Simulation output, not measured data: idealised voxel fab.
process module | voxel double patterning
cross-section cut | 150 nm wide | cells 5 nm
A cross-section is a grid of square cells, given in bands from the top down. A band is one or more rows of cells.
Each band's line starts with the height of the band's top and of its bottom, in nm. Then come its materials from left to right, each with its width in nm. One material with "throughout" fills the band from edge to edge. "air" is empty space.
Height 0 is the level under which the wafer as received is all one material. The lowest band goes on downwards, as in "0 down".
A width such as "30 to 40" changes by the same amount from each row of cells to the next, from the band's top row to its bottom row.
"no change" after a step means that no cell of the cross-section changed.
closed voids: empty space of 8 cells or more with no open way to the top, each as width x height at its distance from the left edge, in nm
after a step's settings: what the simulator itself notes on the step
overlay nm, on a step with a mask: how far to the right of its planned place the mask lay; to the left if negative
Each pair below shows a cross-section before one step and the cross-section after it, down to the lowest band that changed. The line under each pair gives the step between them, with its settings. The pairs can come from different runs of this module on the same starting wafer, so a pair continues from the pair above only where its "before" says so.
before
  0 down: Si throughout
  closed voids: none
after
  10 to 0: SiN throughout
  below 0: unchanged
  closed voids: none
the step between: op CONFORMAL_DEP | material SiN | thk nm 10
before: the cross-section after the pair above
after
  20 to 10: SiO2 throughout
  below 10: unchanged
  closed voids: none
the step between: op DIRECTIONAL_DEP | material SiO2 | thk nm 10
before: the cross-section after the pair above
after
  25 to 20: SiCN throughout
  below 20: unchanged
  closed voids: none
the step between: op DIRECTIONAL_DEP | material SiCN | thk nm 5
before: the cross-section after the pair above
after
  40 to 25: aC throughout
  below 25: unchanged
  closed voids: none
the step between: op DIRECTIONAL_DEP | material aC | thk nm 15
before: the cross-section after the pair above
after
  75 to 40: resist 40 | air 15 | resist 35 | air 15 | resist 45
  below 40: unchanged
  closed voids: none
the step between: op PATTERN | tone open | mask id FIRST | material resist | width nm 15 | pitch nm 50 | thk nm 35 | overlay nm 0
before: the cross-section after the pair above
after
  60 to 40: resist 40 | air 15 | resist 35 | air 15 | resist 45
  40 to 25: aC 40 | air 15 | aC 35 | air 15 | aC 45
  below 25: unchanged
  closed voids: none
the step between: op DIRECTIONAL_ETCH | etch materials aC | depth nm 15
before: the cross-section after the pair above
after
  40 to 25: aC 40 | air 15 | aC 35 | air 15 | aC 45
  below 25: unchanged
  closed voids: none
the step between: op STRIP | etch materials resist
before: the cross-section after the pair above
after
  40 to 25: aC 40 | air 15 | aC 35 | air 15 | aC 45
  25 to 20: SiCN 40 | air 15 | SiCN 35 | air 15 | SiCN 45
  below 20: unchanged
  closed voids: none
the step between: op DIRECTIONAL_ETCH | etch materials SiCN | depth nm 5
before: the cross-section after the pair above
after
  25 to 20: SiCN 40 | air 15 | SiCN 35 | air 15 | SiCN 45
  below 20: unchanged
  closed voids: none
the step between: op STRIP | etch materials aC
before: the cross-section after the pair above
after
  40 to 25: resist 65 | air 15 | resist 70
  25 to 20: SiCN 40 | resist 15 | SiCN 35 | resist 15 | SiCN 45
  below 20: unchanged
  closed voids: none
the step between: op PATTERN | tone open | mask id SECOND | material resist | width nm 15 | thk nm 15 | overlay nm 0
before: the cross-section after the pair above
after
  40 to 25: resist 65 | air 15 | resist 70
  25 to 20: SiCN 40 | resist 15 | SiCN 10 | air 15 | SiCN 10 | resist 15 | SiCN 45
  below 20: unchanged
  closed voids: none
the step between: op DIRECTIONAL_ETCH | etch materials SiCN | depth nm 5
before: the cross-section after the pair above
after
  25 to 20: SiCN 40 | air 15 | SiCN 10 | air 15 | SiCN 10 | air 15 | SiCN 45
  below 20: unchanged
  closed voids: none
the step between: op STRIP | etch materials resist
before: the cross-section after the pair above
after
  25 to 20: SiCN 40 | air 15 | SiCN 10 | air 15 | SiCN 10 | air 15 | SiCN 45
  20 to 10: SiO2 40 | air 15 | SiO2 10 | air 15 | SiO2 10 | air 15 | SiO2 45
  below 10: unchanged
  closed voids: none
the step between: op DIRECTIONAL_ETCH | etch materials SiO2 | depth nm 10
before: the cross-section after the pair above
after
  20 to 10: SiO2 40 | air 15 | SiO2 10 | air 15 | SiO2 10 | air 15 | SiO2 45
  below 10: unchanged
  closed voids: none
the step between: op STRIP | etch materials SiCN
before
  0 down: Si throughout
  closed voids: none
after
  10 to 0: SiO2 throughout
  below 0: unchanged
  closed voids: none
the step between: op DIRECTIONAL_DEP | material SiO2 | thk nm 10
before: the cross-section after the pair above
after
  15 to 10: SiCN throughout
  below 10: unchanged
  closed voids: none
the step between: op DIRECTIONAL_DEP | material SiCN | thk nm 5
before: the cross-section after the pair above
after
  30 to 15: aC throughout
  below 15: unchanged
  closed voids: none
the step between: op DIRECTIONAL_DEP | material aC | thk nm 15
before: the cross-section after the pair above
after
  65 to 30: resist 40 | air 15 | resist 35 | air 15 | resist 45
  below 30: unchanged
  closed voids: none
the step between: op PATTERN | tone open | mask id FIRST | material resist | width nm 15 | pitch nm 50 | thk nm 35 | overlay nm 0
before: the cross-section after the pair above
after
  50 to 30: resist 40 | air 15 | resist 35 | air 15 | resist 45
  30 to 15: aC 40 | air 15 | aC 35 | air 15 | aC 45
  below 15: unchanged
  closed voids: none
the step between: op DIRECTIONAL_ETCH | etch materials aC | depth nm 15
before: the cross-section after the pair above
after
  30 to 15: aC 40 | air 15 | aC 35 | air 15 | aC 45
  below 15: unchanged
  closed voids: none
the step between: op STRIP | etch materials resist
before: the cross-section after the pair above
after
  30 to 15: aC 40 | air 15 | aC 35 | air 15 | aC 45
  15 to 10: SiCN 40 | air 15 | SiCN 35 | air 15 | SiCN 45
  below 10: unchanged
  closed voids: none
the step between: op DIRECTIONAL_ETCH | etch materials SiCN | depth nm 5
before: the cross-section after the pair above
after
  15 to 10: SiCN 40 | air 15 | SiCN 35 | air 15 | SiCN 45
  below 10: unchanged
  closed voids: none
the step between: op STRIP | etch materials aC
before: the cross-section after the pair above
after
  30 to 15: resist 65 | air 15 | resist 70
  15 to 10: SiCN 40 | resist 15 | SiCN 35 | resist 15 | SiCN 45
  below 10: unchanged
  closed voids: none
the step between: op PATTERN | tone open | mask id SECOND | material resist | width nm 15 | thk nm 15 | overlay nm 0
before: the cross-section after the pair above
after
  30 to 15: resist 65 | air 15 | resist 70
  15 to 10: SiCN 40 | resist 15 | SiCN 10 | air 15 | SiCN 10 | resist 15 | SiCN 45
  below 10: unchanged
  closed voids: none
the step between: op DIRECTIONAL_ETCH | etch materials SiCN | depth nm 5
before: the cross-section after the pair above
after
  15 to 10: SiCN 40 | air 15 | SiCN 10 | air 15 | SiCN 10 | air 15 | SiCN 45
  below 10: unchanged
  closed voids: none
the step between: op STRIP | etch materials resist
before: the cross-section after the pair above
after
  15 to 10: SiCN 40 | air 15 | SiCN 10 | air 15 | SiCN 10 | air 15 | SiCN 45
  10 to 0: SiO2 40 | air 15 | SiO2 10 | air 15 | SiO2 10 | air 15 | SiO2 45
  below 0: unchanged
  closed voids: none
the step between: op DIRECTIONAL_ETCH | etch materials SiO2 | depth nm 10
before: the cross-section after the pair above
after
  10 to 0: SiO2 40 | air 15 | SiO2 10 | air 15 | SiO2 10 | air 15 | SiO2 45
  below 0: unchanged
  closed voids: none
the step between: op STRIP | etch materials SiCN
before
  10 to 0: SiO2 throughout
  0 down: Si throughout
  closed voids: none
after
  20 to 10: SiN throughout
  below 10: unchanged
  closed voids: none
the step between: op CONFORMAL_DEP | material SiN | thk nm 10
before: the cross-section after the pair above
after
  25 to 20: SiCN throughout
  below 20: unchanged
  closed voids: none
the step between: op DIRECTIONAL_DEP | material SiCN | thk nm 5
before: the cross-section after the pair above
after
  40 to 25: aC throughout
  below 25: unchanged
  closed voids: none
the step between: op DIRECTIONAL_DEP | material aC | thk nm 15
before: the cross-section after the pair above
after
  75 to 40: resist 40 | air 15 | resist 35 | air 15 | resist 45
  below 40: unchanged
  closed voids: none
the step between: op PATTERN | tone open | mask id FIRST | material resist | width nm 15 | pitch nm 50 | thk nm 35 | overlay nm 0
before: the cross-section after the pair above
after
  60 to 40: resist 40 | air 15 | resist 35 | air 15 | resist 45
  40 to 25: aC 40 | air 15 | aC 35 | air 15 | aC 45
  below 25: unchanged
  closed voids: none
the step between: op DIRECTIONAL_ETCH | etch materials aC | depth nm 15
before: the cross-section after the pair above
after
  40 to 25: aC 40 | air 15 | aC 35 | air 15 | aC 45
  below 25: unchanged
  closed voids: none
the step between: op STRIP | etch materials resist
before: the cross-section after the pair above
after
  40 to 25: aC 40 | air 15 | aC 35 | air 15 | aC 45
  25 to 20: SiCN 40 | air 15 | SiCN 35 | air 15 | SiCN 45
  below 20: unchanged
  closed voids: none
the step between: op DIRECTIONAL_ETCH | etch materials SiCN | depth nm 5
before: the cross-section after the pair above
after
  25 to 20: SiCN 40 | air 15 | SiCN 35 | air 15 | SiCN 45
  below 20: unchanged
  closed voids: none
the step between: op STRIP | etch materials aC
before: the cross-section after the pair above
after
  40 to 25: resist 65 | air 15 | resist 70
  25 to 20: SiCN 40 | resist 15 | SiCN 35 | resist 15 | SiCN 45
  below 20: unchanged
  closed voids: none
the step between: op PATTERN | tone open | mask id SECOND | material resist | width nm 15 | thk nm 15 | overlay nm 0
before: the cross-section after the pair above
after
  40 to 25: resist 65 | air 15 | resist 70
  25 to 20: SiCN 40 | resist 15 | SiCN 10 | air 15 | SiCN 10 | resist 15 | SiCN 45
  below 20: unchanged
  closed voids: none
the step between: op DIRECTIONAL_ETCH | etch materials SiCN | depth nm 5
before: the cross-section after the pair above
after
  25 to 20: SiCN 40 | air 15 | SiCN 10 | air 15 | SiCN 10 | air 15 | SiCN 45
  below 20: unchanged
  closed voids: none
the step between: op STRIP | etch materials resist
before: the cross-section after the pair above
after
  20 to 10: SiN throughout
  below 10: unchanged
  closed voids: none
the step between: op STRIP | etch materials SiCN
before
  10 to 0: SiN throughout
  0 down: Si throughout
  closed voids: none
after
  25 to 10: SiO2 throughout
  below 10: unchanged
  closed voids: none
the step between: op DIRECTIONAL_DEP | material SiO2 | thk nm 15
before: the cross-section after the pair above
after
  30 to 25: SiCN throughout
  below 25: unchanged
  closed voids: none
the step between: op DIRECTIONAL_DEP | material SiCN | thk nm 5
before: the cross-section after the pair above
after
  45 to 30: aC throughout
  below 30: unchanged
  closed voids: none
the step between: op DIRECTIONAL_DEP | material aC | thk nm 15
before: the cross-section after the pair above
after
  80 to 45: resist 40 | air 15 | resist 35 | air 15 | resist 45
  below 45: unchanged
  closed voids: none
the step between: op PATTERN | tone open | mask id FIRST | material resist | width nm 15 | pitch nm 50 | thk nm 35 | overlay nm 0
before: the cross-section after the pair above
after
  65 to 45: resist 40 | air 15 | resist 35 | air 15 | resist 45
  45 to 30: aC 40 | air 15 | aC 35 | air 15 | aC 45
  below 30: unchanged
  closed voids: none
the step between: op DIRECTIONAL_ETCH | etch materials aC | depth nm 15
before: the cross-section after the pair above
after
  45 to 30: aC 40 | air 15 | aC 35 | air 15 | aC 45
  below 30: unchanged
  closed voids: none
the step between: op STRIP | etch materials resist
before: the cross-section after the pair above
after
  45 to 30: aC 40 | air 15 | aC 35 | air 15 | aC 45
  30 to 25: SiCN 40 | air 15 | SiCN 35 | air 15 | SiCN 45
  below 25: unchanged
  closed voids: none
the step between: op DIRECTIONAL_ETCH | etch materials SiCN | depth nm 5
before: the cross-section after the pair above
after
  30 to 25: SiCN 40 | air 15 | SiCN 35 | air 15 | SiCN 45
  below 25: unchanged
  closed voids: none
the step between: op STRIP | etch materials aC
before: the cross-section after the pair above
after
  45 to 30: resist 65 | air 15 | resist 70
  30 to 25: SiCN 40 | resist 15 | SiCN 35 | resist 15 | SiCN 45
  below 25: unchanged
  closed voids: none
the step between: op PATTERN | tone open | mask id SECOND | material resist | width nm 15 | thk nm 15 | overlay nm 0
before: the cross-section after the pair above
after
  45 to 30: resist 65 | air 15 | resist 70
  30 to 25: SiCN 40 | resist 15 | SiCN 10 | air 15 | SiCN 10 | resist 15 | SiCN 45
  below 25: unchanged
  closed voids: none
the step between: op DIRECTIONAL_ETCH | etch materials SiCN | depth nm 5
before: the cross-section after the pair above
after
  30 to 25: SiCN 40 | air 15 | SiCN 10 | air 15 | SiCN 10 | air 15 | SiCN 45
  below 25: unchanged
  closed voids: none
the step between: op STRIP | etch materials resist
before: the cross-section after the pair above
after
  30 to 25: SiCN 40 | air 15 | SiCN 10 | air 15 | SiCN 10 | air 15 | SiCN 45
  25 to 15: SiO2 40 | air 15 | SiO2 10 | air 15 | SiO2 10 | air 15 | SiO2 45
  below 15: unchanged
  closed voids: none
the step between: op DIRECTIONAL_ETCH | etch materials SiO2 | depth nm 10
before: the cross-section after the pair above
after
  25 to 15: SiO2 40 | air 15 | SiO2 10 | air 15 | SiO2 10 | air 15 | SiO2 45
  below 15: unchanged
  closed voids: none
the step between: op STRIP | etch materials SiCN
before
  40 to 25: aC throughout
  25 to 20: SiCN throughout
  20 to 10: SiO2 throughout
  10 to 0: SiN throughout
  0 down: Si throughout
  closed voids: none
after
  75 to 40: resist 40 | air 20 | resist 30 | air 20 | resist 40
  below 40: unchanged
  closed voids: none
the step between: op PATTERN | tone open | mask id FIRST | material resist | width nm 20 | pitch nm 50 | thk nm 35 | overlay nm 0
before: the cross-section after the pair above
after
  60 to 40: resist 40 | air 20 | resist 30 | air 20 | resist 40
  40 to 25: aC 40 | air 20 | aC 30 | air 20 | aC 40
  below 25: unchanged
  closed voids: none
the step between: op DIRECTIONAL_ETCH | etch materials aC | depth nm 15
before: the cross-section after the pair above
after
  40 to 25: aC 40 | air 20 | aC 30 | air 20 | aC 40
  below 25: unchanged
  closed voids: none
the step between: op STRIP | etch materials resist
before: the cross-section after the pair above
after
  40 to 25: aC 40 | air 20 | aC 30 | air 20 | aC 40
  25 to 20: SiCN 40 | air 20 | SiCN 30 | air 20 | SiCN 40
  below 20: unchanged
  closed voids: none
the step between: op DIRECTIONAL_ETCH | etch materials SiCN | depth nm 5
before: the cross-section after the pair above
after
  25 to 20: SiCN 40 | air 20 | SiCN 30 | air 20 | SiCN 40
  below 20: unchanged
  closed voids: none
the step between: op STRIP | etch materials aC
before: the cross-section after the pair above
after
  40 to 25: resist 65 | air 15 | resist 70
  25 to 20: SiCN 40 | resist 20 | SiCN 30 | resist 20 | SiCN 40
  below 20: unchanged
  closed voids: none
the step between: op PATTERN | tone open | mask id SECOND | material resist | width nm 15 | thk nm 15 | overlay nm 0
before: the cross-section after the pair above
after
  40 to 25: resist 65 | air 15 | resist 70
  25 to 20: SiCN 40 | resist 20 | SiCN 5 | air 15 | SiCN 10 | resist 20 | SiCN 40
  below 20: unchanged
  closed voids: none
the step between: op DIRECTIONAL_ETCH | etch materials SiCN | depth nm 5
before: the cross-section after the pair above
after
  25 to 20: SiCN 40 | air 20 | SiCN 5 | air 15 | SiCN 10 | air 20 | SiCN 40
  below 20: unchanged
  closed voids: none
the step between: op STRIP | etch materials resist
before: the cross-section after the pair above
after
  25 to 20: SiCN 40 | air 20 | SiCN 5 | air 15 | SiCN 10 | air 20 | SiCN 40
  20 to 10: SiO2 40 | air 20 | SiO2 5 | air 15 | SiO2 10 | air 20 | SiO2 40
  below 10: unchanged
  closed voids: none
the step between: op DIRECTIONAL_ETCH | etch materials SiO2 | depth nm 10
before: the cross-section after the pair above
after
  20 to 10: SiO2 40 | air 20 | SiO2 5 | air 15 | SiO2 10 | air 20 | SiO2 40
  below 10: unchanged
  closed voids: none
the step between: op STRIP | etch materials SiCN
before
  25 to 20: SiCN 40 | air 15 | SiCN 35 | air 15 | SiCN 45
  20 to 10: SiO2 throughout
  10 to 0: SiN throughout
  0 down: Si throughout
  closed voids: none
after
  40 to 25: resist 75 | air 15 | resist 60
  25 to 20: SiCN 40 | resist 15 | SiCN 35 | resist 15 | SiCN 45
  below 20: unchanged
  closed voids: none
the step between: op PATTERN | tone open | mask id SECOND | material resist | width nm 15 | thk nm 15 | overlay nm 10
before: the cross-section after the pair above
after
  40 to 25: resist 75 | air 15 | resist 60
  25 to 20: SiCN 40 | resist 15 | SiCN 20 | air 15 | resist 15 | SiCN 45
  below 20: unchanged
  closed voids: none
the step between: op DIRECTIONAL_ETCH | etch materials SiCN | depth nm 5
before: the cross-section after the pair above
after
  25 to 20: SiCN 40 | air 15 | SiCN 20 | air 30 | SiCN 45
  below 20: unchanged
  closed voids: none
the step between: op STRIP | etch materials resist
before: the cross-section after the pair above
after
  25 to 20: SiCN 40 | air 15 | SiCN 20 | air 30 | SiCN 45
  20 to 10: SiO2 40 | air 15 | SiO2 20 | air 30 | SiO2 45
  below 10: unchanged
  closed voids: none
the step between: op DIRECTIONAL_ETCH | etch materials SiO2 | depth nm 10
before: the cross-section after the pair above
after
  20 to 10: SiO2 40 | air 15 | SiO2 20 | air 30 | SiO2 45
  below 10: unchanged
  closed voids: none
the step between: op STRIP | etch materials SiCN
before
  0 down: Si throughout
  closed voids: none
after
  10 to 0: SiO2 throughout
  below 0: unchanged
  closed voids: none
the step between: op CONFORMAL_DEP | material SiO2 | thk nm 10
before: the cross-section after the pair above
after
  20 to 0: SiO2 throughout
  below 0: unchanged
  closed voids: none
the step between: op DIRECTIONAL_DEP | material SiO2 | thk nm 10
before: the cross-section after the pair above
after
  25 to 20: SiCN throughout
  below 20: unchanged
  closed voids: none
the step between: op DIRECTIONAL_DEP | material SiCN | thk nm 5
before: the cross-section after the pair above
after
  40 to 25: aC throughout
  below 25: unchanged
  closed voids: none
the step between: op DIRECTIONAL_DEP | material aC | thk nm 15
before: the cross-section after the pair above
after
  75 to 40: resist 40 | air 15 | resist 35 | air 15 | resist 45
  below 40: unchanged
  closed voids: none
the step between: op PATTERN | tone open | mask id FIRST | material resist | width nm 15 | pitch nm 50 | thk nm 35 | overlay nm 0
before: the cross-section after the pair above
after
  60 to 40: resist 40 | air 15 | resist 35 | air 15 | resist 45
  40 to 25: aC 40 | air 15 | aC 35 | air 15 | aC 45
  below 25: unchanged
  closed voids: none
the step between: op DIRECTIONAL_ETCH | etch materials aC | depth nm 15
before: the cross-section after the pair above
after
  40 to 25: aC 40 | air 15 | aC 35 | air 15 | aC 45
  below 25: unchanged
  closed voids: none
the step between: op STRIP | etch materials resist
before: the cross-section after the pair above
after
  40 to 25: aC 40 | air 15 | aC 35 | air 15 | aC 45
  25 to 20: SiCN 40 | air 15 | SiCN 35 | air 15 | SiCN 45
  below 20: unchanged
  closed voids: none
the step between: op DIRECTIONAL_ETCH | etch materials SiCN | depth nm 5
before: the cross-section after the pair above
after
  25 to 20: SiCN 40 | air 15 | SiCN 35 | air 15 | SiCN 45
  below 20: unchanged
  closed voids: none
the step between: op STRIP | etch materials aC
before: the cross-section after the pair above
after
  40 to 25: resist 65 | air 15 | resist 70
  25 to 20: SiCN 40 | resist 15 | SiCN 35 | resist 15 | SiCN 45
  below 20: unchanged
  closed voids: none
the step between: op PATTERN | tone open | mask id SECOND | material resist | width nm 15 | thk nm 15 | overlay nm 0
before: the cross-section after the pair above
after
  40 to 25: resist 65 | air 15 | resist 70
  25 to 20: SiCN 40 | resist 15 | SiCN 10 | air 15 | SiCN 10 | resist 15 | SiCN 45
  below 20: unchanged
  closed voids: none
the step between: op DIRECTIONAL_ETCH | etch materials SiCN | depth nm 5
before: the cross-section after the pair above
after
  25 to 20: SiCN 40 | air 15 | SiCN 10 | air 15 | SiCN 10 | air 15 | SiCN 45
  below 20: unchanged
  closed voids: none
the step between: op STRIP | etch materials resist
before: the cross-section after the pair above
after
  25 to 20: SiCN 40 | air 15 | SiCN 10 | air 15 | SiCN 10 | air 15 | SiCN 45
  20 to 10: SiO2 40 | air 15 | SiO2 10 | air 15 | SiO2 10 | air 15 | SiO2 45
  below 10: unchanged
  closed voids: none
the step between: op DIRECTIONAL_ETCH | etch materials SiO2 | depth nm 10
before: the cross-section after the pair above
after
  20 to 10: SiO2 40 | air 15 | SiO2 10 | air 15 | SiO2 10 | air 15 | SiO2 45
  below 10: unchanged
  closed voids: none
the step between: op STRIP | etch materials SiCN
before
  40 to 25: aC throughout
  25 to 20: SiCN throughout
  20 to 10: SiO2 throughout
  10 to 0: SiN throughout
  0 down: Si throughout
  closed voids: none
after
  75 to 40: air 40 | resist 15 | air 35 | resist 15 | air 45
  below 40: unchanged
  closed voids: none
the step between: op PATTERN | tone cover | mask id FIRST | material resist | width nm 15 | pitch nm 50 | thk nm 35 | overlay nm 0
before: the cross-section after the pair above
after
  60 to 40: air 40 | resist 15 | air 35 | resist 15 | air 45
  40 to 25: air 40 | aC 15 | air 35 | aC 15 | air 45
  below 25: unchanged
  closed voids: none
the step between: op DIRECTIONAL_ETCH | etch materials aC | depth nm 15
before: the cross-section after the pair above
after
  40 to 25: air 40 | aC 15 | air 35 | aC 15 | air 45
  below 25: unchanged
  closed voids: none
the step between: op STRIP | etch materials resist
before: the cross-section after the pair above
after
  40 to 25: air 40 | aC 15 | air 35 | aC 15 | air 45
  25 to 20: air 40 | SiCN 15 | air 35 | SiCN 15 | air 45
  below 20: unchanged
  closed voids: none
the step between: op DIRECTIONAL_ETCH | etch materials SiCN | depth nm 5
before: the cross-section after the pair above
after
  25 to 20: air 40 | SiCN 15 | air 35 | SiCN 15 | air 45
  below 20: unchanged
  closed voids: none
the step between: op STRIP | etch materials aC
before: the cross-section after the pair above
after
  40 to 25: resist 65 | air 15 | resist 70
  25 to 20: resist 40 | SiCN 15 | resist 10 | air 15 | resist 10 | SiCN 15 | resist 45
  below 20: unchanged
  closed voids: none
the step between: op PATTERN | tone open | mask id SECOND | material resist | width nm 15 | thk nm 15 | overlay nm 0
before: the cross-section after the pair above
after
  25 to 20: air 40 | SiCN 15 | air 35 | SiCN 15 | air 45
  below 20: unchanged
  closed voids: none
the step between: op STRIP | etch materials resist
before: the cross-section after the pair above
after
  25 to 20: air 40 | SiCN 15 | air 35 | SiCN 15 | air 45
  20 to 10: air 40 | SiO2 15 | air 35 | SiO2 15 | air 45
  below 10: unchanged
  closed voids: none
the step between: op DIRECTIONAL_ETCH | etch materials SiO2 | depth nm 10
before: the cross-section after the pair above
after
  20 to 10: air 40 | SiO2 15 | air 35 | SiO2 15 | air 45
  below 10: unchanged
  closed voids: none
the step between: op STRIP | etch materials SiCN
